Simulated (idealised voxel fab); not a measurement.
process module | voxel transistor to metal
cross-section cut | 150 nm wide | cells 5 nm
A cross-section is a grid of square cells, given in bands from the top down. A band is one or more rows of cells.
Each band's line starts with the height of the band's top and of its bottom, in nm. Then come its materials from left to right, each with its width in nm. One material with "throughout" fills the band from edge to edge. "air" is empty space.
Height 0 is the level under which the wafer as received is all one material. The lowest band goes on downwards, as in "0 down".
A width such as "30 to 40" changes by the same amount from each row of cells to the next, from the band's top row to its bottom row.
"no change" after a step means that no cell of the cross-section changed.
closed voids: empty space of 8 cells or more with no open way to the top, each as width x height at its distance from the left edge, in nm
after a step's settings: what the simulator itself notes on the step
overlay nm, on a step with a mask: how far to the right of its planned place the mask lay; to the left if negative
plan
1 op RECEIVE | material Si
2 op OXIDIZE | depth nm 5
3 op CONFORMAL_DEP | material SiN | thk nm 10
4 op MASKED_ETCH | tone cover | mask id ACTIVE | width nm 115 | etch materials SiN | depth nm 10 | overlay nm 0
5 op MASKED_ETCH | tone cover | mask id ACTIVE | width nm 115 | etch materials SiO2 | depth nm 5 | overlay nm 0
6 op MASKED_ETCH | tone cover | mask id ACTIVE | width nm 115 | etch materials Si | depth nm 20 | overlay nm 0
7 op FILL_DEP | material SiO2 | thk nm 15
8 op CMP | height nm 10
9 op SELECTIVE_ETCH | etch materials SiO2 | depth nm 5
10 op STRIP | etch materials SiN
11 op SELECTIVE_ETCH | etch materials SiO2 | depth nm 5
12 op OXIDIZE | depth nm 5
13 op DIRECTIONAL_DEP | material polySi | thk nm 30
14 op DIRECTIONAL_DEP | material SiCN | thk nm 15
15 op MASKED_ETCH | tone cover | mask id GATE | width nm 35 | etch materials SiCN | depth nm 25 | overlay nm 0
16 op MASKED_ETCH | tone cover | mask id GATE | width nm 35 | etch materials polySi | depth nm 40 | overlay nm 0
17 op CONFORMAL_DEP | material SiN | thk nm 5
18 op DIRECTIONAL_ETCH | etch materials SiN | depth nm 5
19 op DIRECTIONAL_ETCH | etch materials SiO2 | depth nm 5
20 op DIRECTIONAL_ETCH | etch materials Si | depth nm 5
21 op EPI | material nSi | thk nm 5
22 op FILL_DEP | material SiO2 | thk nm 10
23 op CMP | height nm 25
24 op STRIP | etch materials polySi
25 op SELECTIVE_ETCH | etch materials SiO2 | depth nm 5
26 op CONFORMAL_DEP | material HfO2 | thk nm 5
27 op CONFORMAL_DEP | material TiN | thk nm 5
28 op FILL_DEP | material W | thk nm 5
29 op CMP | height nm 20
30 op DIRECTIONAL_DEP | material SiO2 | thk nm 15
31 op DIRECTIONAL_DEP | material aC | thk nm 15
32 op PATTERN | tone open | mask id CONTACT | material resist | width nm 15 | pitch nm 80 | thk nm 30 | overlay nm 0
33 op DIRECTIONAL_ETCH | etch materials aC | depth nm 15
34 op STRIP | etch materials resist
35 op DIRECTIONAL_ETCH | etch materials SiO2 | depth nm 45
36 op STRIP | etch materials aC
37 op CONFORMAL_DEP | material TiN | thk nm 5
38 op FILL_DEP | material W | thk nm 10
39 op CMP | height nm 35
40 op DIRECTIONAL_DEP | material TiN | thk nm 5
41 op DIRECTIONAL_DEP | material Ru | thk nm 25
42 op PATTERN | tone cover | mask id METAL_1 | material resist | width nm 15 | pitch nm 80 | thk nm 15 | overlay nm 0
43 op DIRECTIONAL_ETCH | etch materials Ru | depth nm 25
44 op DIRECTIONAL_ETCH | etch materials TiN | depth nm 5
45 op STRIP | etch materials resist
46 op FILL_DEP | material lowk | thk nm 10
47 op CMP | height nm 65
48 op CONFORMAL_DEP | material SiN | thk nm 5
as received, after step 1
  0 down: Si throughout
  closed voids: none
first wafer at the end, as planned
  70 to 65: SiN throughout
  65 to 40: lowk 25 | Ru 15 | lowk 65 | Ru 15 | lowk 30
  40 to 35: lowk 25 | TiN 15 | lowk 65 | TiN 15 | lowk 30
  35 to 20: SiO2 25 | TiN 5 | W 5 | TiN 5 | SiO2 65 | TiN 5 | W 5 | TiN 5 | SiO2 30
  20 to 0: SiO2 25 | TiN 5 | W 5 | TiN 5 | SiO2 10 | SiN 5 | HfO2 5 | TiN 5 | W 15 | TiN 5 | HfO2 5 | SiN 5 | SiO2 10 | TiN 5 | W 5 | TiN 5 | SiO2 30
  0 to -5: SiO2 10 | SiN 5 | SiO2 10 | TiN 5 | W 5 | TiN 5 | SiO2 10 | SiN 5 | HfO2 5 | TiN 25 | HfO2 5 | SiN 5 | SiO2 10 | TiN 5 | W 5 | TiN 5 | SiO2 10 | SiN 5 | SiO2 15
  -5 to -10: SiO2 25 | TiN 15 | SiO2 5 | nSi 5 | HfO2 45 | nSi 5 | SiO2 5 | TiN 15 | SiO2 30
  -10 to -15: SiO2 15 | nSi 35 | Si 45 | nSi 35 | SiO2 20
  -15 to -25: SiO2 15 | Si 115 | SiO2 20
  -25 down: Si throughout
  closed voids: none
second wafer at the end: like start, like plan, one mistake
  70 to 65: SiN throughout
  65 to 40: lowk 25 | Ru 20 | lowk 60 | Ru 20 | lowk 25
  40 to 35: lowk 25 | TiN 20 | lowk 60 | TiN 20 | lowk 25
  35 to 20: SiO2 25 | TiN 5 | W 5 | TiN 5 | SiO2 65 | TiN 5 | W 5 | TiN 5 | SiO2 30
  20 to 0: SiO2 25 | TiN 5 | W 5 | TiN 5 | SiO2 10 | SiN 5 | HfO2 5 | TiN 5 | W 15 | TiN 5 | HfO2 5 | SiN 5 | SiO2 10 | TiN 5 | W 5 | TiN 5 | SiO2 30
  0 to -5: SiO2 10 | SiN 5 | SiO2 10 | TiN 5 | W 5 | TiN 5 | SiO2 10 | SiN 5 | HfO2 5 | TiN 25 | HfO2 5 | SiN 5 | SiO2 10 | TiN 5 | W 5 | TiN 5 | SiO2 10 | SiN 5 | SiO2 15
  -5 to -10: SiO2 25 | TiN 15 | SiO2 5 | nSi 5 | HfO2 45 | nSi 5 | SiO2 5 | TiN 15 | SiO2 30
  -10 to -15: SiO2 15 | nSi 35 | Si 45 | nSi 35 | SiO2 20
  -15 to -25: SiO2 15 | Si 115 | SiO2 20
  -25 down: Si throughout
  closed voids: none
what went wrong: step 42 ran as: op PATTERN | tone cover | mask id METAL_1 | material resist | width nm 20 | pitch nm 80 | thk nm 15 | overlay nm 0
at the end the second wafer has, in cells: 10 more of Ru | 2 more of TiN | 12 fewer of lowk
